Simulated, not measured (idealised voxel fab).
process module | voxel tone inversion
cross-section cut | 175 nm wide | cells 5 nm
A cross-section is a grid of square cells, given in bands from the top down. A band is one or more rows of cells.
Each band's line starts with the height of the band's top and of its bottom, in nm. Then come its materials from left to right, each with its width in nm. One material with "throughout" fills the band from edge to edge. "air" is empty space.
Height 0 is the level under which the wafer as received is all one material. The lowest band goes on downwards, as in "0 down".
A width such as "30 to 40" changes by the same amount from each row of cells to the next, from the band's top row to its bottom row.
"no change" after a step means that no cell of the cross-section changed.
closed voids: empty space of 8 cells or more with no open way to the top, each as width x height at its distance from the left edge, in nm
after a step's settings: what the simulator itself notes on the step
overlay nm, on a step with a mask: how far to the right of its planned place the mask lay; to the left if negative
plan
1 op RECEIVE | material Si
2 op CONFORMAL_DEP | material SiCN | thk nm 5
3 op DIRECTIONAL_DEP | material aC | thk nm 25
4 op PATTERN | tone cover | mask id POSTS | material resist | width nm 20 | pitch nm 40 | thk nm 30 | overlay nm 0
5 op DIRECTIONAL_ETCH | etch materials aC | depth nm 25
6 op STRIP | etch materials resist
7 op FILL_DEP | material lowk | thk nm 5
8 op CMP | height nm 30
9 op STRIP | etch materials aC
as received, after step 1
  0 down: Si throughout
  closed voids: none
a wafer at the end: this start, this plan, one mistake
  30 to 5: air 55 | lowk 20 | air 20 | lowk 20 | air 60
  5 to 0: SiCN throughout
  0 down: Si throughout
  closed voids: none
what went wrong: step 4 ran as: op PATTERN | tone open | mask id POSTS | material resist | width nm 20 | pitch nm 40 | thk nm 30 | overlay nm 0
